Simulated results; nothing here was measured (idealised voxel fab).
Module name: voxel wiring stack (process module)
The cross-section shown here is cut; it is 170 nm wide and divided into square cells measuring 5 nm on a side.
How to read a cross-section here: the picture is a grid of square cells, written as bands going from the top down, and any band can span one or more rows of cells. Band entry format. Leading values: height of top, height of bottom, nm. Remainder: materials in left-to-right order, each with its width in nm. Special words: "all across" on a single material, which then fills the band edge to edge; "blank", empty space. Heights are measured from 0, the level below which the as-received wafer is all one material; the lowest band has no bottom and continues downward, written as in "z 0 and below". You'd read "30->40" like this: the band's top row of cells is as wide as the first number, its bottom row is as wide as the second, and going down, every row changes width by the same amount as the row before did. Basically "remains unaltered" means that step didn't change any cell in the cross-section. Trapped voids: empty space of 8 cells or more with no open way to the top, each as width x height at its distance from the left edge, in nm. Read whatever lies past the settings on a step's line as the simulator's own remark about the step. What "overlay nm" on a step's line means: if the step has a mask, that mask lay this far to the right of its planned place, or, when the value is negative, to the left.
[Below is the list of planned process steps]
1 RECEIVE | material Si
2 CONFORMAL_DEP | material SiO2 | thk nm 15
3 CONFORMAL_DEP | material SiCN | thk nm 5
4 DIRECTIONAL_DEP | material lowk | thk nm 25
5 MASKED_ETCH | tone open | mask id METAL_1 | width nm 25 | pitch nm 55 | etch materials lowk | depth nm 25 | overlay nm 0
6 MASKED_ETCH | tone open | mask id METAL_1 | width nm 25 | pitch nm 55 | etch materials SiCN | depth nm 5 | overlay nm 0
7 CONFORMAL_DEP | material TiN | thk nm 5
8 FILL_DEP | material Ru | thk nm 10
9 CMP | height nm 45
10 CONFORMAL_DEP | material SiCN | thk nm 5
11 DIRECTIONAL_DEP | material SiO2 | thk nm 35
12 PATTERN | tone open | mask id METAL_2_HOLES | material resist | width nm 15 | pitch nm 55 | thk nm 15 | overlay nm 0
13 DIRECTIONAL_ETCH | etch materials SiO2 | depth nm 35
14 STRIP | etch materials resist
15 DIRECTIONAL_DEP | material aC | thk nm 10
16 PATTERN | tone open | mask id METAL_2 | material resist | width nm 25 | pitch nm 55 | thk nm 30 | overlay nm 0
17 DIRECTIONAL_ETCH | etch materials aC | depth nm 10
18 STRIP | etch materials resist
19 DIRECTIONAL_ETCH | etch materials SiO2 | depth nm 20
20 DIRECTIONAL_ETCH | etch materials SiCN | depth nm 5
21 STRIP | etch materials aC
22 CONFORMAL_DEP | material TiN | thk nm 5
23 FILL_DEP | material Cu | thk nm 5
24 CMP | height nm 85
25 CONFORMAL_DEP | material SiCN | thk nm 5
Every wafer here starts from the same state; it is the step 25 thk nm that distinguishes them, and the value the plan gives belongs to the first wafer.
[Cross-section of the first of several wafers on receipt, reflecting completion of step 1]
- z 0 and below = Si all across
- Trapped voids: none
[Heads up, this table goes wafer by wafer. A row tells you, at the end of the module, how many cells of each material that wafer has put on (+) or dropped (-) since it was received, and then its closed voids]
thk nm 5; +39 Cu; +45 Ru; +78 SiCN; +253 SiO2; +102 TiN; +95 lowk; Trapped voids: none
thk nm 10; +39 Cu; +45 Ru; +112 SiCN; +253 SiO2; +102 TiN; +95 lowk; Trapped voids: none
thk nm 15; +39 Cu; +45 Ru; +146 SiCN; +253 SiO2; +102 TiN; +95 lowk; Trapped voids: none
thk nm 20; +39 Cu; +45 Ru; +180 SiCN; +253 SiO2; +102 TiN; +95 lowk; Trapped voids: none
